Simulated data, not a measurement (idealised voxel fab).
process module | voxel double patterning
cross-section cut | 175 nm wide | cells 5 nm
A cross-section is a grid of square cells, given in bands from the top down. A band is one or more rows of cells.
Each band's line starts with the height of the band's top and of its bottom, in nm. Then come its materials from left to right, each with its width in nm. One material with "throughout" fills the band from edge to edge. "air" is empty space.
Height 0 is the level under which the wafer as received is all one material. The lowest band goes on downwards, as in "0 down".
A width such as "30 to 40" changes by the same amount from each row of cells to the next, from the band's top row to its bottom row.
"no change" after a step means that no cell of the cross-section changed.
closed voids: empty space of 8 cells or more with no open way to the top, each as width x height at its distance from the left edge, in nm
after a step's settings: what the simulator itself notes on the step
overlay nm, on a step with a mask: how far to the right of its planned place the mask lay; to the left if negative
plan
1 op RECEIVE | material Si
2 op CONFORMAL_DEP | material SiN | thk nm 10
3 op DIRECTIONAL_DEP | material SiO2 | thk nm 15
4 op DIRECTIONAL_DEP | material SiCN | thk nm 5
5 op MASKED_ETCH | tone open | mask id FIRST | width nm 15 | pitch nm 50 | etch materials SiCN | depth nm 5 | overlay nm 0
6 op DIRECTIONAL_DEP | material aC | thk nm 15
7 op PATTERN | tone open | mask id SECOND | material resist | width nm 15 | thk nm 35 | overlay nm 0
8 op DIRECTIONAL_ETCH | etch materials aC | depth nm 15
9 op STRIP | etch materials resist
10 op DIRECTIONAL_ETCH | etch materials SiCN | depth nm 5
11 op STRIP | etch materials aC
12 op DIRECTIONAL_ETCH | etch materials SiO2 | depth nm 15
13 op STRIP | etch materials SiCN
as received, after step 1
  0 down: Si throughout
  closed voids: none
first wafer at the end, as planned
  25 to 10: SiO2 55 | air 15 | SiO2 10 | air 15 | SiO2 10 | air 15 | SiO2 55
  10 to 0: SiN throughout
  0 down: Si throughout
  closed voids: none
second wafer at the end: like start, like plan, one mistake
  25 to 10: SiO2 55 | air 30 | SiO2 20 | air 15 | SiO2 55
  10 to 0: SiN throughout
  0 down: Si throughout
  closed voids: none
what went wrong: step 7 ran as: op PATTERN | tone open | mask id SECOND | material resist | width nm 15 | thk nm 35 | overlay nm -10
at the end the second wafer has, in cells: as many of each material as the first, in other places
